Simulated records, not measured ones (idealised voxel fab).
The process module presented herein is designated voxel transistor to metal.
The width of the displayed cross-section, cut, is 150 nm; its cells are square, with a size of 5 nm.
Think of the cross-section as a grid of square cells. We describe it in bands, top to bottom, and each band covers one or more rows of those cells. Quick guide to a band line: top height, bottom height (nm) up front; then every material left to right with its width in nm. Only one material and it's marked "edge to edge"? Then it fills the band edge to edge. And "blank" just means empty space. It should be noted that heights are counted from 0, beneath which the wafer as supplied is of one material throughout, and that the lowest band possesses no lower boundary but continues downward, as written in "from 0 down". A two-number width, for instance "30->40", indicates that the width is equal to the first number in the top row of the band and to the second number in the bottom row, and that it changes by a constant amount per row of cells. Step note "changes: none" = no cross-section cell changed. The list in "Unvented cavities" covers empty spaces of 8 cells or more that cannot reach the top through any open way, and it gives each as width x height at distance; the distance is from the left edge, and width, height and distance are in nm. Post-settings text on a step line: simulator's own remark regarding the step. Regarding "overlay nm": on a step with a mask, it is the distance the mask lay to the right of its planned place; a negative value places it to the left.
## Steps planned for the process
1. RECEIVE, material Si
2. CONFORMAL_DEP, material SiO2, thk nm 5
3. CONFORMAL_DEP, material SiN, thk nm 10
4. PATTERN, tone cover, mask id ACTIVE, material resist, width nm 90, thk nm 15, overlay nm 0
5. DIRECTIONAL_ETCH, etch materials SiN, depth nm 10
6. DIRECTIONAL_ETCH, etch materials SiO2, depth nm 5
7. DIRECTIONAL_ETCH, etch materials Si, depth nm 30
8. STRIP, etch materials resist
9. FILL_DEP, material SiO2, thk nm 5
10. CMP, height nm 15
11. SELECTIVE_ETCH, etch materials SiO2, depth nm 5
12. STRIP, etch materials SiN
13. SELECTIVE_ETCH, etch materials SiO2, depth nm 5
14. OXIDIZE, depth nm 5
15. DIRECTIONAL_DEP, material polySi, thk nm 30
16. DIRECTIONAL_DEP, material SiCN, thk nm 15
17. DIRECTIONAL_DEP, material aC, thk nm 15
18. PATTERN, tone cover, mask id GATE, material resist, width nm 20, thk nm 35, overlay nm 0
19. DIRECTIONAL_ETCH, etch materials aC, depth nm 15
20. STRIP, etch materials resist
21. DIRECTIONAL_ETCH, etch materials SiCN, depth nm 25
22. DIRECTIONAL_ETCH, etch materials polySi, depth nm 40
23. STRIP, etch materials aC
24. CONFORMAL_DEP, material SiN, thk nm 5
25. DIRECTIONAL_ETCH, etch materials SiN, depth nm 5
26. DIRECTIONAL_ETCH, etch materials SiO2, depth nm 5
27. DIRECTIONAL_ETCH, etch materials Si, depth nm 10
28. EPI, material SiGe, thk nm 15
29. FILL_DEP, material SiO2, thk nm 10
30. CMP, height nm 45
31. DIRECTIONAL_DEP, material SiO2, thk nm 15
32. DIRECTIONAL_DEP, material aC, thk nm 15
33. PATTERN, tone open, mask id CONTACT, material resist, width nm 15, pitch nm 65, thk nm 35, overlay nm 0
34. DIRECTIONAL_ETCH, etch materials aC, depth nm 15
35. STRIP, etch materials resist
36. DIRECTIONAL_ETCH, etch materials SiO2, depth nm 60
37. STRIP, etch materials aC
38. CONFORMAL_DEP, material TiN, thk nm 5
39. FILL_DEP, material Ru, thk nm 5
40. CMP, height nm 60
41. CONFORMAL_DEP, material SiN, thk nm 5
42. DIRECTIONAL_DEP, material SiO2, thk nm 25
43. MASKED_ETCH, tone open, mask id METAL_1, width nm 15, pitch nm 65, etch materials SiO2, depth nm 25, overlay nm 0
44. MASKED_ETCH, tone open, mask id METAL_1, width nm 15, pitch nm 65, etch materials SiN, depth nm 5, overlay nm 0
45. CONFORMAL_DEP, material TiN, thk nm 5
46. FILL_DEP, material Ru, thk nm 5
47. CMP, height nm 90
48. CONFORMAL_DEP, material SiCN, thk nm 5
## Wafer as received: cross-section following step 1
	from 0 down: Si edge to edge
	Unvented cavities: none
## Figure: cross-sectional view of the wafer upon completion of the module, processed from the initial state and according to the plan depicted above, with one error introduced during execution
	from 95 to 90: SiCN edge to edge
	from 90 to 65: 35 of SiO2 / 5 of TiN / 5 of Ru / 5 of TiN / 50 of SiO2 / 5 of TiN / 5 of Ru / 5 of TiN / 35 of SiO2
	from 65 to 60: 35 of SiN / 15 of TiN / 50 of SiN / 15 of TiN / 35 of SiN
	from 60 to 45: 30 of SiO2 / 5 of TiN / 5 of Ru / 5 of TiN / 50 of SiO2 / 5 of TiN / 5 of Ru / 5 of TiN / 40 of SiO2
	from 45 to 30: 30 of SiO2 / 5 of TiN / 5 of Ru / 5 of TiN / 15 of SiO2 / 5 of SiN / 20 of SiCN / 5 of SiN / 5 of SiO2 / 5 of TiN / 5 of Ru / 5 of TiN / 40 of SiO2
	from 30 to 15: 30 of SiO2 / 5 of TiN / 5 of Ru / 5 of TiN / 15 of SiO2 / 5 of SiN / 20 of polySi / 5 of SiN / 5 of SiO2 / 5 of TiN / 5 of Ru / 5 of TiN / 40 of SiO2
	from 15 to 10: 30 of SiO2 / 5 of TiN / 5 of Ru / 5 of TiN / 15 of SiO2 / 5 of SiN / 20 of polySi / 5 of SiN / 5 of SiO2 / 15 of TiN / 40 of SiO2
	from 10 to 5: 30 of SiO2 / 5 of TiN / 5 of Ru / 5 of TiN / 15 of SiGe / 5 of SiN / 20 of polySi / 5 of SiN / 15 of SiGe / 5 of TiN / 40 of SiO2
	from 5 to 0: 25 of SiO2 / 5 of SiN / 15 of TiN / 15 of SiGe / 5 of SiN / 20 of polySi / 5 of SiN / 15 of SiGe / 5 of TiN / 10 of SiO2 / 5 of SiN / 25 of SiO2
	from 0 to -5: 30 of SiO2 / 30 of SiGe / 30 of SiO2 / 30 of SiGe / 30 of SiO2
	from -5 to -15: 30 of SiO2 / 30 of SiGe / 30 of Si / 30 of SiGe / 30 of SiO2
	from -15 to -30: 30 of SiO2 / 90 of Si / 30 of SiO2
	from -30 down: Si edge to edge
	Unvented cavities: none
Want to know what went wrong? rather than as planned, step 33 actually ran as PATTERN, tone open, mask id CONTACT, material resist, width nm 15, pitch nm 65, thk nm 35, overlay nm -5
